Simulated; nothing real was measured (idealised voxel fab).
Process module, titled voxel double patterning
180 nm wide, 5 nm square cells: that's cross-section cut.
Throughout this document, each cross-section is represented as a grid of square cells and is presented as a sequence of bands enumerated from the top downward, where a band comprises one or more rows of cells.
Band: top height; bottom height; in nm. Then, left to right: material with width in nm, for each material. "throughout": a single material spanning edge to edge. "empty": empty space.
Height reference: 0 = level under which incoming wafer is all one material. Lowest band: no bottom, runs on downward, e.g. "0 down".
Read "30 to 40" as a graded width: first number on top, second number at the bottom, same change between each pair of neighbouring rows.
Key: "nothing different" - step with no changed cell in the cross-section.
In "Closed cavities" the enclosed voids are listed, meaning empty spaces of 8 cells or larger without any opening to the top. The form is width x height at distance, distance from the left edge, units nm.
Step line, after settings: the simulator's comment on this step.
overlay nm, on a step with a mask: how far to the right of its planned place the mask lay; to the left if negative

Set out below are the planned steps of the process:
1) RECEIVE, material Si
2) CONFORMAL_DEP, material SiO2, thk nm 5
3) DIRECTIONAL_DEP, material polySi, thk nm 10
4) DIRECTIONAL_DEP, material SiN, thk nm 10
5) MASKED_ETCH, tone open, mask id FIRST, width nm 15, pitch nm 50, etch materials SiN, depth nm 10, overlay nm 0
6) DIRECTIONAL_DEP, material aC, thk nm 15
7) PATTERN, tone open, mask id SECOND, material resist, width nm 15, thk nm 35, overlay nm 0
8) DIRECTIONAL_ETCH, etch materials aC, depth nm 15
9) STRIP, etch materials resist
10) DIRECTIONAL_ETCH, etch materials SiN, depth nm 10
11) STRIP, etch materials aC
12) DIRECTIONAL_ETCH, etch materials polySi, depth nm 10
13) STRIP, etch materials SiN
Quick note for whoever runs this: the wafers start identical, but the thk nm at step 2 isn't the same across them. The plan just shows what the first wafer had.

Incoming state of the first of several wafers in cross-section: after step 1:
	0 down  Si throughout
	Closed cavities: none

First of several wafers in cross-section at module end, following the final step, step 13:
	15 to 5  polySi (55), then empty (15), then polySi (10), then empty (15), then polySi (10), then empty (15), then polySi (60)
	5 to 0  SiO2 throughout
	0 down  Si throughout
	Closed cavities: none

Cross-section of the last wafer at end of module:
	35 to 25  polySi (55), then empty (15), then polySi (10), then empty (15), then polySi (10), then empty (15), then polySi (60)
	25 to 0  SiO2 throughout
	0 down  Si throughout
	Closed cavities: none

For your reference, the table is organized with a row per wafer; each row reflects the wafer at the end of the module, indicating for each material the cells gained (+) or lost (-) since receipt, and thereafter its closed voids:
thk nm 5 | +36 SiO2 | +54 polySi | Closed cavities: none
thk nm 10 | +72 SiO2 | +54 polySi | Closed cavities: none
thk nm 15 | +108 SiO2 | +54 polySi | Closed cavities: none
thk nm 20 | +144 SiO2 | +54 polySi | Closed cavities: none
thk nm 25 | +180 SiO2 | +54 polySi | Closed cavities: none
